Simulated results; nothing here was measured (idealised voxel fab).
Process module in this document: voxel self aligned contacts
For reference, the cross-section in this document is cut, with width 175 nm and square cells of 5 nm.
When this document writes out a cross-section, it uses a grid of square cells and lists it as bands, beginning at the top and moving down, with a band standing for one or more rows of cells.
This entry defines a band. It first specifies the height of the band's top and the height of its bottom in nm, and then specifies the band's materials from left to right, stating each material with its width in nm. The word "everywhere" identifies a single material that fills the band from edge to edge, while the word "air" identifies empty space.
Heads up on the height convention: 0 is the point under which the incoming wafer is all one material, and the lowest band has no bottom, it just keeps going down, like "top 0, no bottom".
Read "30->40" as a graded width: first number on top, second number at the bottom, same change between each pair of neighbouring rows.
Step note "nothing was modified" = no cross-section cell changed.
You'll see "Trapped cavities" listing empty spaces that have no way open to the top, as long as they're 8 cells or more; the notation is width x height at distance, where the distance is from the left edge, and all of it is in nm.
The remark found on a step's line after its settings is issued by the simulator itself and pertains to that step.
Steps that use a mask can have "overlay nm" on their line. It says how far the mask sat to the right of where it was meant to be. Negative means to the left.
These are the steps we planned for the process:
1,RECEIVE [material Si]
2,CONFORMAL_DEP [material SiO2] [thk nm 5]
3,DIRECTIONAL_DEP [material polySi] [thk nm 25]
4,DIRECTIONAL_DEP [material SiN] [thk nm 25]
5,MASKED_ETCH [tone cover] [mask id GATE] [width nm 30] [pitch nm 65] [etch materials SiN] [depth nm 25] [overlay nm 0]
6,MASKED_ETCH [tone cover] [mask id GATE] [width nm 30] [pitch nm 65] [etch materials polySi] [depth nm 25] [overlay nm 0]
7,CONFORMAL_DEP [material SiN] [thk nm 10]
8,DIRECTIONAL_ETCH [etch materials SiN] [depth nm 10]
9,FILL_DEP [material SiO2] [thk nm 10]
10,CMP [height nm 60]
11,MASKED_ETCH [tone open] [mask id CONTACT] [width nm 45] [etch materials SiO2] [depth nm 60] [overlay nm 0]
12,CONFORMAL_DEP [material TiN] [thk nm 5]
13,FILL_DEP [material W] [thk nm 5]
14,CMP [height nm 60]
15,CONFORMAL_DEP [material SiN] [thk nm 5]
Run as planned: first of two wafers:
So this is the incoming wafer in cross-section - it's already been through step 1:
    top 0, no bottom = Si everywhere
    Trapped cavities: none
Wafer after step 2 (cross-section):
    top 5, bottom 0 = SiO2 everywhere
    Unchanged below 0.
Wafer after step 3 (cross-section):
    top 30, bottom 5 = polySi everywhere
    Unchanged below 5.
Wafer after step 4 (cross-section):
    top 55, bottom 30 = SiN everywhere
    Unchanged below 30.
Wafer after step 5 (cross-section):
    top 55, bottom 30 = 40 nm air / 30 nm SiN / 35 nm air / 30 nm SiN / 40 nm air
    Unchanged below 30.
Wafer after step 6 (cross-section):
    top 55, bottom 30 = 40 nm air / 30 nm SiN / 35 nm air / 30 nm SiN / 40 nm air
    top 30, bottom 5 = 40 nm air / 30 nm polySi / 35 nm air / 30 nm polySi / 40 nm air
    Unchanged below 5.
Wafer after step 7 (cross-section):
    top 65, bottom 30 = 30 nm air / 50 nm SiN / 15 nm air / 50 nm SiN / 30 nm air
    top 30, bottom 15 = 30 nm air / 10 nm SiN / 30 nm polySi / 10 nm SiN / 15 nm air / 10 nm SiN / 30 nm polySi / 10 nm SiN / 30 nm air
    top 15, bottom 5 = 40 nm SiN / 30 nm polySi / 35 nm SiN / 30 nm polySi / 40 nm SiN
    Unchanged below 5.
Wafer after step 8 (cross-section):
    top 55, bottom 30 = 30 nm air / 50 nm SiN / 15 nm air / 50 nm SiN / 30 nm air
    top 30, bottom 5 = 30 nm air / 10 nm SiN / 30 nm polySi / 10 nm SiN / 15 nm air / 10 nm SiN / 30 nm polySi / 10 nm SiN / 30 nm air
    Unchanged below 5.
Wafer after step 9 (cross-section):
    top 65, bottom 55 = SiO2 everywhere
    top 55, bottom 30 = 30 nm SiO2 / 50 nm SiN / 15 nm SiO2 / 50 nm SiN / 30 nm SiO2
    top 30, bottom 5 = 30 nm SiO2 / 10 nm SiN / 30 nm polySi / 10 nm SiN / 15 nm SiO2 / 10 nm SiN / 30 nm polySi / 10 nm SiN / 30 nm SiO2
    Unchanged below 5.
Wafer after step 10 (cross-section):
    top 60, bottom 55 = SiO2 everywhere
    Unchanged below 55.
Wafer after step 11 (cross-section):
    top 60, bottom 55 = 65 nm SiO2 / 45 nm air / 65 nm SiO2
    top 55, bottom 30 = 30 nm SiO2 / 50 nm SiN / 15 nm air / 50 nm SiN / 30 nm SiO2
    top 30, bottom 5 = 30 nm SiO2 / 10 nm SiN / 30 nm polySi / 10 nm SiN / 15 nm air / 10 nm SiN / 30 nm polySi / 10 nm SiN / 30 nm SiO2
    top 5, bottom 0 = 80 nm SiO2 / 15 nm air / 80 nm SiO2
    Unchanged below 0.
Wafer after step 12 (cross-section):
    top 65, bottom 60 = 70 nm TiN / 35 nm air / 70 nm TiN
    top 60, bottom 55 = 65 nm SiO2 / 20 nm TiN / 5 nm air / 20 nm TiN / 65 nm SiO2
    top 55, bottom 30 = 30 nm SiO2 / 50 nm SiN / 5 nm TiN / 5 nm air / 5 nm TiN / 50 nm SiN / 30 nm SiO2
    top 30, bottom 5 = 30 nm SiO2 / 10 nm SiN / 30 nm polySi / 10 nm SiN / 5 nm TiN / 5 nm air / 5 nm TiN / 10 nm SiN / 30 nm polySi / 10 nm SiN / 30 nm SiO2
    top 5, bottom 0 = 80 nm SiO2 / 15 nm TiN / 80 nm SiO2
    Unchanged below 0.
Wafer after step 13 (cross-section):
    top 70, bottom 65 = W everywhere
    top 65, bottom 60 = 70 nm TiN / 35 nm W / 70 nm TiN
    top 60, bottom 55 = 65 nm SiO2 / 20 nm TiN / 5 nm W / 20 nm TiN / 65 nm SiO2
    top 55, bottom 30 = 30 nm SiO2 / 50 nm SiN / 5 nm TiN / 5 nm W / 5 nm TiN / 50 nm SiN / 30 nm SiO2
    top 30, bottom 5 = 30 nm SiO2 / 10 nm SiN / 30 nm polySi / 10 nm SiN / 5 nm TiN / 5 nm W / 5 nm TiN / 10 nm SiN / 30 nm polySi / 10 nm SiN / 30 nm SiO2
    Unchanged below 5.
Wafer after step 14 (cross-section):
    top 60, bottom 55 = 65 nm SiO2 / 20 nm TiN / 5 nm W / 20 nm TiN / 65 nm SiO2
    Unchanged below 55.
Wafer after step 15 (cross-section):
    top 65, bottom 60 = SiN everywhere
    Unchanged below 60.
Regarding the second of the two wafers: it shared the first wafer's starting condition and process plan, yet one error occurred during its execution. Its history coincides with that of the first wafer up to and including step 10:
when step 11 should have ended:
    top 60, bottom 55 = 65 nm SiO2 / 50 nm air / 60 nm SiO2
    top 55, bottom 30 = 30 nm SiO2 / 50 nm SiN / 15 nm air / 50 nm SiN / 30 nm SiO2
    top 30, bottom 5 = 30 nm SiO2 / 10 nm SiN / 30 nm polySi / 10 nm SiN / 15 nm air / 10 nm SiN / 30 nm polySi / 10 nm SiN / 30 nm SiO2
    top 5, bottom 0 = 80 nm SiO2 / 15 nm air / 80 nm SiO2
    Unchanged below 0.
when step 12 should have ended:
    top 65, bottom 60 = 70 nm TiN / 40 nm air / 65 nm TiN
    top 60, bottom 55 = 65 nm SiO2 / 20 nm TiN / 5 nm air / 25 nm TiN / 60 nm SiO2
    top 55, bottom 30 = 30 nm SiO2 / 50 nm SiN / 5 nm TiN / 5 nm air / 5 nm TiN / 50 nm SiN / 30 nm SiO2
    top 30, bottom 5 = 30 nm SiO2 / 10 nm SiN / 30 nm polySi / 10 nm SiN / 5 nm TiN / 5 nm air / 5 nm TiN / 10 nm SiN / 30 nm polySi / 10 nm SiN / 30 nm SiO2
    top 5, bottom 0 = 80 nm SiO2 / 15 nm TiN / 80 nm SiO2
    Unchanged below 0.
when step 13 should have ended:
    top 70, bottom 65 = W everywhere
    top 65, bottom 60 = 70 nm TiN / 40 nm W / 65 nm TiN
    top 60, bottom 55 = 65 nm SiO2 / 20 nm TiN / 5 nm W / 25 nm TiN / 60 nm SiO2
    top 55, bottom 30 = 30 nm SiO2 / 50 nm SiN / 5 nm TiN / 5 nm W / 5 nm TiN / 50 nm SiN / 30 nm SiO2
    top 30, bottom 5 = 30 nm SiO2 / 10 nm SiN / 30 nm polySi / 10 nm SiN / 5 nm TiN / 5 nm W / 5 nm TiN / 10 nm SiN / 30 nm polySi / 10 nm SiN / 30 nm SiO2
    Unchanged below 5.
when step 14 should have ended:
    top 60, bottom 55 = 65 nm SiO2 / 20 nm TiN / 5 nm W / 25 nm TiN / 60 nm SiO2
    Unchanged below 55.
when step 15 should have ended:
    top 65, bottom 60 = SiN everywhere
    Unchanged below 60.
Deviation noted in wafer processing: heads up, step 11 didn't go per plan, it actually ran as MASKED_ETCH [tone open] [mask id CONTACT] [width nm 50] [etch materials SiO2] [depth nm 60] [overlay nm 0]
Per the end-of-run cell counts, the second wafer holds more or fewer of some materials than the first: 1 fewer of SiO2; 1 more of TiN
